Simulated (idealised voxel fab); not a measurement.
process module | voxel spacer lines
cross-section cut | 300 nm wide | cells 5 nm
A cross-section is a grid of square cells, given in bands from the top down. A band is one or more rows of cells.
Each band's line starts with the height of the band's top and of its bottom, in nm. Then come its materials from left to right, each with its width in nm. One material with "throughout" fills the band from edge to edge. "air" is empty space.
Height 0 is the level under which the wafer as received is all one material. The lowest band goes on downwards, as in "0 down".
A width such as "30 to 40" changes by the same amount from each row of cells to the next, from the band's top row to its bottom row.
"no change" after a step means that no cell of the cross-section changed.
closed voids: empty space of 8 cells or more with no open way to the top, each as width x height at its distance from the left edge, in nm
after a step's settings: what the simulator itself notes on the step
overlay nm, on a step with a mask: how far to the right of its planned place the mask lay; to the left if negative
plan
1 op RECEIVE | material Si
2 op CONFORMAL_DEP | material SiO2 | thk nm 10
3 op DIRECTIONAL_DEP | material polySi | thk nm 15
4 op DIRECTIONAL_DEP | material aC | thk nm 25
5 op PATTERN | tone cover | mask id MANDREL | material resist | width nm 15 | pitch nm 50 | thk nm 30 | overlay nm 0
6 op DIRECTIONAL_ETCH | etch materials aC | depth nm 25
7 op STRIP | etch materials resist
8 op CONFORMAL_DEP | material SiN | thk nm 10
9 op DIRECTIONAL_ETCH | etch materials SiN | depth nm 10
10 op STRIP | etch materials aC
11 op DIRECTIONAL_ETCH | etch materials polySi | depth nm 15
12 op STRIP | etch materials SiN
13 op FILL_DEP | material lowk | thk nm 5
14 op CMP | height nm 25
first wafer, as planned
as received, after step 1
  0 down: Si throughout
  closed voids: none
after step 2
  10 to 0: SiO2 throughout
  below 0: unchanged
after step 3
  25 to 10: polySi throughout
  below 10: unchanged
after step 4
  50 to 25: aC throughout
  below 25: unchanged
after step 5
  80 to 50: air 115 | resist 15 | air 35 | resist 15 | air 120
  below 50: unchanged
after step 6
  55 to 50: air 115 | resist 15 | air 35 | resist 15 | air 120
  50 to 25: air 115 | aC 15 | air 35 | aC 15 | air 120
  below 25: unchanged
after step 7
  50 to 25: air 115 | aC 15 | air 35 | aC 15 | air 120
  below 25: unchanged
after step 8
  60 to 50: air 105 | SiN 35 | air 15 | SiN 35 | air 110
  50 to 35: air 105 | SiN 10 | aC 15 | SiN 10 | air 15 | SiN 10 | aC 15 | SiN 10 | air 110
  35 to 25: SiN 115 | aC 15 | SiN 35 | aC 15 | SiN 120
  below 25: unchanged
after step 9
  50 to 25: air 105 | SiN 10 | aC 15 | SiN 10 | air 15 | SiN 10 | aC 15 | SiN 10 | air 110
  below 25: unchanged
after step 10
  50 to 25: air 105 | SiN 10 | air 15 | SiN 10 | air 15 | SiN 10 | air 15 | SiN 10 | air 110
  below 25: unchanged
after step 11
  50 to 25: air 105 | SiN 10 | air 15 | SiN 10 | air 15 | SiN 10 | air 15 | SiN 10 | air 110
  25 to 10: air 105 | polySi 10 | air 15 | polySi 10 | air 15 | polySi 10 | air 15 | polySi 10 | air 110
  below 10: unchanged
after step 12
  25 to 10: air 105 | polySi 10 | air 15 | polySi 10 | air 15 | polySi 10 | air 15 | polySi 10 | air 110
  below 10: unchanged
after step 13
  30 to 25: lowk throughout
  25 to 10: lowk 105 | polySi 10 | lowk 15 | polySi 10 | lowk 15 | polySi 10 | lowk 15 | polySi 10 | lowk 110
  below 10: unchanged
after step 14
  25 to 10: lowk 105 | polySi 10 | lowk 15 | polySi 10 | lowk 15 | polySi 10 | lowk 15 | polySi 10 | lowk 110
  below 10: unchanged
second wafer: like start, like plan, one mistake. Through step 4 it matches the first wafer
when step 5 should have ended
  80 to 50: air 120 | resist 15 | air 35 | resist 15 | air 115
  below 50: unchanged
when step 6 should have ended
  55 to 50: air 120 | resist 15 | air 35 | resist 15 | air 115
  50 to 25: air 120 | aC 15 | air 35 | aC 15 | air 115
  below 25: unchanged
when step 7 should have ended
  50 to 25: air 120 | aC 15 | air 35 | aC 15 | air 115
  below 25: unchanged
when step 8 should have ended
  60 to 50: air 110 | SiN 35 | air 15 | SiN 35 | air 105
  50 to 35: air 110 | SiN 10 | aC 15 | SiN 10 | air 15 | SiN 10 | aC 15 | SiN 10 | air 105
  35 to 25: SiN 120 | aC 15 | SiN 35 | aC 15 | SiN 115
  below 25: unchanged
when step 9 should have ended
  50 to 25: air 110 | SiN 10 | aC 15 | SiN 10 | air 15 | SiN 10 | aC 15 | SiN 10 | air 105
  below 25: unchanged
when step 10 should have ended
  50 to 25: air 110 | SiN 10 | air 15 | SiN 10 | air 15 | SiN 10 | air 15 | SiN 10 | air 105
  below 25: unchanged
when step 11 should have ended
  50 to 25: air 110 | SiN 10 | air 15 | SiN 10 | air 15 | SiN 10 | air 15 | SiN 10 | air 105
  25 to 10: air 110 | polySi 10 | air 15 | polySi 10 | air 15 | polySi 10 | air 15 | polySi 10 | air 105
  below 10: unchanged
when step 12 should have ended
  25 to 10: air 110 | polySi 10 | air 15 | polySi 10 | air 15 | polySi 10 | air 15 | polySi 10 | air 105
  below 10: unchanged
when step 13 should have ended
  30 to 25: lowk throughout
  25 to 10: lowk 110 | polySi 10 | lowk 15 | polySi 10 | lowk 15 | polySi 10 | lowk 15 | polySi 10 | lowk 105
  below 10: unchanged
when step 14 should have ended
  25 to 10: lowk 110 | polySi 10 | lowk 15 | polySi 10 | lowk 15 | polySi 10 | lowk 15 | polySi 10 | lowk 105
  below 10: unchanged
what went wrong: step 5 ran as: op PATTERN | tone cover | mask id MANDREL | material resist | width nm 15 | pitch nm 50 | thk nm 30 | overlay nm 5
at the end the second wafer has, in cells: as many of each material as the first, in other places
